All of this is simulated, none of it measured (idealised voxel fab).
The following is a process module called voxel self aligned contacts.
In the cross-section labelled cut, the width is 260 nm and each square cell is 5 nm.
Cross-section layout: square cells on a grid; listed as bands, top to bottom; a band spans one or more cell rows.
Read a band's entry like this: the first values are the height of its top and the height of its bottom in nm, and what follows is the sequence of materials from left to right, each with its width in nm. Note that "air" is empty space, and that a single material marked "throughout" reaches across the band from edge to edge.
We count height from 0. Below that, the starting wafer is all one material. The lowest band never ends at the bottom but goes on down; see "0 and below" for how that is written.
The width entry "30->40" should be interpreted row by row: the top row of cells in the band takes the first number, the bottom row takes the second number, and the change between adjacent rows is uniform throughout.
Take "everything unchanged" at face value: in the step it is given for, the cross-section changed in none of its cells.
In "Closed cavity list" the enclosed voids are listed, meaning empty spaces of 8 cells or larger without any opening to the top. The form is width x height at distance, distance from the left edge, units nm.
Heads up: the bit after the settings on a step's line is the simulator's remark on that step.
overlay nm: how far to the right of its planned place the mask lay on this masked step (negative: to the left).
Quick note on how to read the rest: it's all pairs. You get the cross-section before a process step and the one after, but the after one only goes down as far as the lowest band that changed. The step in between, with its settings, sits under the pair. Heads up, the pairs can come from different runs of this module on the same starting wafer, so don't assume a pair picks up from the one above unless its "Before the step" entry says it does.
**Before the step**
> 55 down to 40 | SiO2 70 nm / SiN 45 nm / air 25 nm / SiN 45 nm / SiO2 75 nm
> 40 down to 15 | SiO2 70 nm / SiN 10 nm / polySi 25 nm / SiN 10 nm / air 25 nm / SiN 10 nm / polySi 25 nm / SiN 10 nm / SiO2 75 nm
> 15 down to 5 | polySi throughout
> 5 down to 0 | SiO2 throughout
> 0 and below | Si throughout
> Closed cavity list: none
**Structure After Step**
> 60 down to 55 | TiN 120 nm / air 15 nm / TiN 125 nm
> 55 down to 40 | SiO2 70 nm / SiN 45 nm / TiN 5 nm / air 15 nm / TiN 5 nm / SiN 45 nm / SiO2 75 nm
> 40 down to 20 | SiO2 70 nm / SiN 10 nm / polySi 25 nm / SiN 10 nm / TiN 5 nm / air 15 nm / TiN 5 nm / SiN 10 nm / polySi 25 nm / SiN 10 nm / SiO2 75 nm
> 20 down to 15 | SiO2 70 nm / SiN 10 nm / polySi 25 nm / SiN 10 nm / TiN 25 nm / SiN 10 nm / polySi 25 nm / SiN 10 nm / SiO2 75 nm
> Lower than 15, everything is as it was.
> Closed cavity list: none
the step between: CONFORMAL_DEP, material TiN, thk nm 5
Before the step: = after-state of the pair above.
**Structure After Step**
> 65 down to 60 | W throughout
> 60 down to 55 | TiN 120 nm / W 15 nm / TiN 125 nm
> 55 down to 40 | SiO2 70 nm / SiN 45 nm / TiN 5 nm / W 15 nm / TiN 5 nm / SiN 45 nm / SiO2 75 nm
> 40 down to 20 | SiO2 70 nm / SiN 10 nm / polySi 25 nm / SiN 10 nm / TiN 5 nm / W 15 nm / TiN 5 nm / SiN 10 nm / polySi 25 nm / SiN 10 nm / SiO2 75 nm
> Lower than 20, everything is as it was.
> Closed cavity list: none
the step between: FILL_DEP, material W, thk nm 5
Before the step: = after-state of the pair above.
**Structure After Step**
> 55 down to 40 | SiO2 70 nm / SiN 45 nm / TiN 5 nm / W 15 nm / TiN 5 nm / SiN 45 nm / SiO2 75 nm
> Lower than 40, everything is as it was.
> Closed cavity list: none
the step between: CMP, height nm 55
Before the step: = after-state of the pair above.
**Structure After Step**
> 60 down to 55 | SiCN throughout
> Lower than 55, everything is as it was.
> Closed cavity list: none
the step between: CONFORMAL_DEP, material SiCN, thk nm 5
**Before the step**
> 55 down to 50 | SiO2 throughout
> 50 down to 30 | SiO2 70 nm / SiN 45 nm / SiO2 25 nm / SiN 45 nm / SiO2 75 nm
> 30 down to 5 | SiO2 70 nm / SiN 10 nm / polySi 25 nm / SiN 10 nm / SiO2 25 nm / SiN 10 nm / polySi 25 nm / SiN 10 nm / SiO2 75 nm
> 5 down to 0 | SiO2 throughout
> 0 and below | Si throughout
> Closed cavity list: none
**Structure After Step**
> 55 down to 50 | SiO2 95 nm / air 65 nm / SiO2 100 nm
> 50 down to 30 | SiO2 70 nm / SiN 45 nm / air 25 nm / SiN 45 nm / SiO2 75 nm
> 30 down to 5 | SiO2 70 nm / SiN 10 nm / polySi 25 nm / SiN 10 nm / air 25 nm / SiN 10 nm / polySi 25 nm / SiN 10 nm / SiO2 75 nm
> 5 down to 0 | SiO2 115 nm / air 25 nm / SiO2 120 nm
> Lower than 0, everything is as it was.
> Closed cavity list: none
the step between: MASKED_ETCH, tone open, mask id CONTACT, width nm 65, etch materials SiO2, depth nm 55, overlay nm 0
Before the step: = after-state of the pair above.
**Structure After Step**
> 60 down to 55 | TiN 100 nm / air 55 nm / TiN 105 nm
> 55 down to 50 | SiO2 95 nm / TiN 25 nm / air 15 nm / TiN 25 nm / SiO2 100 nm
> 50 down to 30 | SiO2 70 nm / SiN 45 nm / TiN 5 nm / air 15 nm / TiN 5 nm / SiN 45 nm / SiO2 75 nm
> 30 down to 5 | SiO2 70 nm / SiN 10 nm / polySi 25 nm / SiN 10 nm / TiN 5 nm / air 15 nm / TiN 5 nm / SiN 10 nm / polySi 25 nm / SiN 10 nm / SiO2 75 nm
> 5 down to 0 | SiO2 115 nm / TiN 25 nm / SiO2 120 nm
> Lower than 0, everything is as it was.
> Closed cavity list: none
the step between: CONFORMAL_DEP, material TiN, thk nm 5
Before the step: = after-state of the pair above.
**Structure After Step**
> 65 down to 60 | W throughout
> 60 down to 55 | TiN 100 nm / W 55 nm / TiN 105 nm
> 55 down to 50 | SiO2 95 nm / TiN 25 nm / W 15 nm / TiN 25 nm / SiO2 100 nm
> 50 down to 30 | SiO2 70 nm / SiN 45 nm / TiN 5 nm / W 15 nm / TiN 5 nm / SiN 45 nm / SiO2 75 nm
> 30 down to 5 | SiO2 70 nm / SiN 10 nm / polySi 25 nm / SiN 10 nm / TiN 5 nm / W 15 nm / TiN 5 nm / SiN 10 nm / polySi 25 nm / SiN 10 nm / SiO2 75 nm
> Lower than 5, everything is as it was.
> Closed cavity list: none
the step between: FILL_DEP, material W, thk nm 5
Before the step: = after-state of the pair above.
**Structure After Step**
> 55 down to 50 | SiO2 95 nm / TiN 25 nm / W 15 nm / TiN 25 nm / SiO2 100 nm
> Lower than 50, everything is as it was.
> Closed cavity list: none
the step between: CMP, height nm 55
Before the step: = after-state of the pair above.
**Structure After Step**
> 60 down to 55 | SiCN throughout
> Lower than 55, everything is as it was.
> Closed cavity list: none
the step between: CONFORMAL_DEP, material SiCN, thk nm 5
**Before the step**
> 55 down to 50 | SiO2 throughout
> 50 down to 30 | SiO2 70 nm / SiN 45 nm / SiO2 25 nm / SiN 45 nm / SiO2 75 nm
> 30 down to 5 | SiO2 70 nm / SiN 10 nm / polySi 25 nm / SiN 10 nm / SiO2 25 nm / SiN 10 nm / polySi 25 nm / SiN 10 nm / SiO2 75 nm
> 5 down to 0 | SiO2 throughout
> 0 and below | Si throughout
> Closed cavity list: none
**Structure After Step**
> 55 down to 50 | SiO2 110 nm / air 55 nm / SiO2 95 nm
> 50 down to 30 | SiO2 70 nm / SiN 45 nm / air 25 nm / SiN 45 nm / SiO2 75 nm
> 30 down to 5 | SiO2 70 nm / SiN 10 nm / polySi 25 nm / SiN 10 nm / air 25 nm / SiN 10 nm / polySi 25 nm / SiN 10 nm / SiO2 75 nm
> 5 down to 0 | SiO2 115 nm / air 25 nm / SiO2 120 nm
> Lower than 0, everything is as it was.
> Closed cavity list: none
the step between: MASKED_ETCH, tone open, mask id CONTACT, width nm 55, etch materials SiO2, depth nm 55, overlay nm 10
Before the step: = after-state of the pair above.
**Structure After Step**
> 60 down to 55 | TiN 115 nm / air 45 nm / TiN 100 nm
> 55 down to 50 | SiO2 110 nm / TiN 10 nm / air 15 nm / TiN 30 nm / SiO2 95 nm
> 50 down to 30 | SiO2 70 nm / SiN 45 nm / TiN 5 nm / air 15 nm / TiN 5 nm / SiN 45 nm / SiO2 75 nm
> 30 down to 5 | SiO2 70 nm / SiN 10 nm / polySi 25 nm / SiN 10 nm / TiN 5 nm / air 15 nm / TiN 5 nm / SiN 10 nm / polySi 25 nm / SiN 10 nm / SiO2 75 nm
> 5 down to 0 | SiO2 115 nm / TiN 25 nm / SiO2 120 nm
> Lower than 0, everything is as it was.
> Closed cavity list: none
the step between: CONFORMAL_DEP, material TiN, thk nm 5
Before the step: = after-state of the pair above.
**Structure After Step**
> 65 down to 60 | W throughout
> 60 down to 55 | TiN 115 nm / W 45 nm / TiN 100 nm
> 55 down to 50 | SiO2 110 nm / TiN 10 nm / W 15 nm / TiN 30 nm / SiO2 95 nm
> 50 down to 30 | SiO2 70 nm / SiN 45 nm / TiN 5 nm / W 15 nm / TiN 5 nm / SiN 45 nm / SiO2 75 nm
> 30 down to 5 | SiO2 70 nm / SiN 10 nm / polySi 25 nm / SiN 10 nm / TiN 5 nm / W 15 nm / TiN 5 nm / SiN 10 nm / polySi 25 nm / SiN 10 nm / SiO2 75 nm
> Lower than 5, everything is as it was.
> Closed cavity list: none
the step between: FILL_DEP, material W, thk nm 5
Before the step: = after-state of the pair above.
**Structure After Step**
> 55 down to 50 | SiO2 110 nm / TiN 10 nm / W 15 nm / TiN 30 nm / SiO2 95 nm
> Lower than 50, everything is as it was.
> Closed cavity list: none
the step between: CMP, height nm 55
Before the step: = after-state of the pair above.
**Structure After Step**
> 60 down to 55 | SiCN throughout
> Lower than 55, everything is as it was.
> Closed cavity list: none
the step between: CONFORMAL_DEP, material SiCN, thk nm 5
**Before the step**
> 0 and below | Si throughout
> Closed cavity list: none
**Structure After Step**
> 5 down to 0 | polySi throughout
> Lower than 0, everything is as it was.
> Closed cavity list: none
the step between: CONFORMAL_DEP, material polySi, thk nm 5
Before the step: = after-state of the pair above.
**Structure After Step**
> 30 down to 0 | polySi throughout
> Lower than 0, everything is as it was.
> Closed cavity list: none
the step between: DIRECTIONAL_DEP, material polySi, thk nm 25
Before the step: = after-state of the pair above.
**Structure After Step**
> 50 down to 30 | SiN throughout
> Lower than 30, everything is as it was.
> Closed cavity list: none
the step between: DIRECTIONAL_DEP, material SiN, thk nm 20
Before the step: = after-state of the pair above.
**Structure After Step**
> 60 down to 50 | aC throughout
> Lower than 50, everything is as it was.
> Closed cavity list: none
the step between: DIRECTIONAL_DEP, material aC, thk nm 10
Before the step: = after-state of the pair above.
**Structure After Step**
> 85 down to 60 | air 80 nm / resist 25 nm / air 45 nm / resist 25 nm / air 85 nm
> Lower than 60, everything is as it was.
> Closed cavity list: none
the step between: PATTERN, tone cover, mask id GATE, material resist, width nm 25, pitch nm 70, thk nm 25, overlay nm 0
Before the step: = after-state of the pair above.
**Structure After Step**
> 75 down to 60 | air 80 nm / resist 25 nm / air 45 nm / resist 25 nm / air 85 nm
> 60 down to 50 | air 80 nm / aC 25 nm / air 45 nm / aC 25 nm / air 85 nm
> Lower than 50, everything is as it was.
> Closed cavity list: none
the step between: DIRECTIONAL_ETCH, etch materials aC, depth nm 10
Before the step: = after-state of the pair above.
**Structure After Step**
> 60 down to 50 | air 80 nm / aC 25 nm / air 45 nm / aC 25 nm / air 85 nm
> Lower than 50, everything is as it was.
> Closed cavity list: none
the step between: STRIP, etch materials resist
Before the step: = after-state of the pair above.
**Structure After Step**
> 60 down to 50 | air 80 nm / aC 25 nm / air 45 nm / aC 25 nm / air 85 nm
> 50 down to 30 | air 80 nm / SiN 25 nm / air 45 nm / SiN 25 nm / air 85 nm
> Lower than 30, everything is as it was.
> Closed cavity list: none
the step between: DIRECTIONAL_ETCH, etch materials SiN, depth nm 20
Before the step: = after-state of the pair above.
**Structure After Step**
> 60 down to 50 | air 80 nm / aC 25 nm / air 45 nm / aC 25 nm / air 85 nm
> 50 down to 30 | air 80 nm / SiN 25 nm / air 45 nm / SiN 25 nm / air 85 nm
> 30 down to 5 | air 80 nm / polySi 25 nm / air 45 nm / polySi 25 nm / air 85 nm
> Lower than 5, everything is as it was.
> Closed cavity list: none
the step between: DIRECTIONAL_ETCH, etch materials polySi, depth nm 25
Before the step: = after-state of the pair above.
**Structure After Step**
> 50 down to 30 | air 80 nm / SiN 25 nm / air 45 nm / SiN 25 nm / air 85 nm
> Lower than 30, everything is as it was.
> Closed cavity list: none
the step between: STRIP, etch materials aC
Before the step: = after-state of the pair above.
**Structure After Step**
> 60 down to 30 | air 70 nm / SiN 45 nm / air 25 nm / SiN 45 nm / air 75 nm
> 30 down to 15 | air 70 nm / SiN 10 nm / polySi 25 nm / SiN 10 nm / air 25 nm / SiN 10 nm / polySi 25 nm / SiN 10 nm / air 75 nm
> 15 down to 5 | SiN 80 nm / polySi 25 nm / SiN 45 nm / polySi 25 nm / SiN 85 nm
> Lower than 5, everything is as it was.
> Closed cavity list: none
the step between: CONFORMAL_DEP, material SiN, thk nm 10
Before the step: = after-state of the pair above.
**Structure After Step**
> 50 down to 30 | air 70 nm / SiN 45 nm / air 25 nm / SiN 45 nm / air 75 nm
> 30 down to 5 | air 70 nm / SiN 10 nm / polySi 25 nm / SiN 10 nm / air 25 nm / SiN 10 nm / polySi 25 nm / SiN 10 nm / air 75 nm
> Lower than 5, everything is as it was.
> Closed cavity list: none
the step between: DIRECTIONAL_ETCH, etch materials SiN, depth nm 10
Before the step: = after-state of the pair above.
**Structure After Step**
> 65 down to 50 | SiO2 throughout
> 50 down to 30 | SiO2 70 nm / SiN 45 nm / SiO2 25 nm / SiN 45 nm / SiO2 75 nm
> 30 down to 5 | SiO2 70 nm / SiN 10 nm / polySi 25 nm / SiN 10 nm / SiO2 25 nm / SiN 10 nm / polySi 25 nm / SiN 10 nm / SiO2 75 nm
> Lower than 5, everything is as it was.
> Closed cavity list: none
the step between: FILL_DEP, material SiO2, thk nm 15
Before the step: = after-state of the pair above.
**Structure After Step**
> 55 down to 50 | SiO2 throughout
> Lower than 50, everything is as it was.
> Closed cavity list: none
the step between: CMP, height nm 55
Before the step: = after-state of the pair above.
**Structure After Step**
> 55 down to 50 | SiO2 100 nm / air 55 nm / SiO2 105 nm
> 50 down to 30 | SiO2 70 nm / SiN 45 nm / air 25 nm / SiN 45 nm / SiO2 75 nm
> 30 down to 5 | SiO2 70 nm / SiN 10 nm / polySi 25 nm / SiN 10 nm / air 25 nm / SiN 10 nm / polySi 25 nm / SiN 10 nm / SiO2 75 nm
> Lower than 5, everything is as it was.
> Closed cavity list: none
the step between: MASKED_ETCH, tone open, mask id CONTACT, width nm 55, etch materials SiO2, depth nm 55, overlay nm 0
Before the step: = after-state of the pair above.
**Structure After Step**
> 60 down to 55 | TiN 105 nm / air 45 nm / TiN 110 nm
> 55 down to 50 | SiO2 100 nm / TiN 20 nm / air 15 nm / TiN 20 nm / SiO2 105 nm
> 50 down to 30 | SiO2 70 nm / SiN 45 nm / TiN 5 nm / air 15 nm / TiN 5 nm / SiN 45 nm / SiO2 75 nm
> 30 down to 10 | SiO2 70 nm / SiN 10 nm / polySi 25 nm / SiN 10 nm / TiN 5 nm / air 15 nm / TiN 5 nm / SiN 10 nm / polySi 25 nm / SiN 10 nm / SiO2 75 nm
> 10 down to 5 | SiO2 70 nm / SiN 10 nm / polySi 25 nm / SiN 10 nm / TiN 25 nm / SiN 10 nm / polySi 25 nm / SiN 10 nm / SiO2 75 nm
> Lower than 5, everything is as it was.
> Closed cavity list: none
the step between: CONFORMAL_DEP, material TiN, thk nm 5
Before the step: = after-state of the pair above.
**Structure After Step**
> 65 down to 60 | W throughout
> 60 down to 55 | TiN 105 nm / W 45 nm / TiN 110 nm
> 55 down to 50 | SiO2 100 nm / TiN 20 nm / W 15 nm / TiN 20 nm / SiO2 105 nm
> 50 down to 30 | SiO2 70 nm / SiN 45 nm / TiN 5 nm / W 15 nm / TiN 5 nm / SiN 45 nm / SiO2 75 nm
> 30 down to 10 | SiO2 70 nm / SiN 10 nm / polySi 25 nm / SiN 10 nm / TiN 5 nm / W 15 nm / TiN 5 nm / SiN 10 nm / polySi 25 nm / SiN 10 nm / SiO2 75 nm
> Lower than 10, everything is as it was.
> Closed cavity list: none
the step between: FILL_DEP, material W, thk nm 5
Before the step: = after-state of the pair above.
**Structure After Step**
> 55 down to 50 | SiO2 100 nm / TiN 20 nm / W 15 nm / TiN 20 nm / SiO2 105 nm
> Lower than 50, everything is as it was.
> Closed cavity list: none
the step between: CMP, height nm 55
Before the step: = after-state of the pair above.
**Structure After Step**
> 60 down to 55 | SiCN throughout
> Lower than 55, everything is as it was.
> Closed cavity list: none
the step between: CONFORMAL_DEP, material SiCN, thk nm 5
**Before the step**
> 55 down to 50 | SiO2 throughout
> 50 down to 30 | SiO2 70 nm / SiN 45 nm / SiO2 25 nm / SiN 45 nm / SiO2 75 nm
> 30 down to 5 | SiO2 70 nm / SiN 10 nm / polySi 25 nm / SiN 10 nm / SiO2 25 nm / SiN 10 nm / polySi 25 nm / SiN 10 nm / SiO2 75 nm
> 5 down to 0 | SiO2 throughout
> 0 and below | Si throughout
> Closed cavity list: none
**Structure After Step**
> 55 down to 50 | air 100 nm / SiO2 55 nm / air 105 nm
> 50 down to 30 | air 70 nm / SiN 45 nm / SiO2 25 nm / SiN 45 nm / air 75 nm
> 30 down to 5 | air 70 nm / SiN 10 nm / polySi 25 nm / SiN 10 nm / SiO2 25 nm / SiN 10 nm / polySi 25 nm / SiN 10 nm / air 75 nm
> 5 down to 0 | air 70 nm / SiO2 115 nm / air 75 nm
> Lower than 0, everything is as it was.
> Closed cavity list: none
the step between: MASKED_ETCH, tone cover, mask id CONTACT, width nm 55, etch materials SiO2, depth nm 55, overlay nm 0
Before the step: = after-state of the pair above.
**Structure After Step**
> 60 down to 55 | air 95 nm / TiN 65 nm / air 100 nm
> 55 down to 50 | air 65 nm / TiN 35 nm / SiO2 55 nm / TiN 35 nm / air 70 nm
> 50 down to 30 | air 65 nm / TiN 5 nm / SiN 45 nm / SiO2 25 nm / SiN 45 nm / TiN 5 nm / air 70 nm
> 30 down to 5 | air 65 nm / TiN 5 nm / SiN 10 nm / polySi 25 nm / SiN 10 nm / SiO2 25 nm / SiN 10 nm / polySi 25 nm / SiN 10 nm / TiN 5 nm / air 70 nm
> 5 down to 0 | TiN 70 nm / SiO2 115 nm / TiN 75 nm
> Lower than 0, everything is as it was.
> Closed cavity list: none
the step between: CONFORMAL_DEP, material TiN, thk nm 5
Before the step: = after-state of the pair above.
**Structure After Step**
> 65 down to 60 | W throughout
> 60 down to 55 | W 95 nm / TiN 65 nm / W 100 nm
> 55 down to 50 | W 65 nm / TiN 35 nm / SiO2 55 nm / TiN 35 nm / W 70 nm
> 50 down to 30 | W 65 nm / TiN 5 nm / SiN 45 nm / SiO2 25 nm / SiN 45 nm / TiN 5 nm / W 70 nm
> 30 down to 5 | W 65 nm / TiN 5 nm / SiN 10 nm / polySi 25 nm / SiN 10 nm / SiO2 25 nm / SiN 10 nm / polySi 25 nm / SiN 10 nm / TiN 5 nm / W 70 nm
> Lower than 5, everything is as it was.
> Closed cavity list: none
the step between: FILL_DEP, material W, thk nm 5
Before the step: = after-state of the pair above.
**Structure After Step**
> 55 down to 50 | W 65 nm / TiN 35 nm / SiO2 55 nm / TiN 35 nm / W 70 nm
> Lower than 50, everything is as it was.
> Closed cavity list: none
the step between: CMP, height nm 55
Before the step: = after-state of the pair above.
**Structure After Step**
> 60 down to 55 | SiCN throughout
> Lower than 55, everything is as it was.
> Closed cavity list: none
the step between: CONFORMAL_DEP, material SiCN, thk nm 5
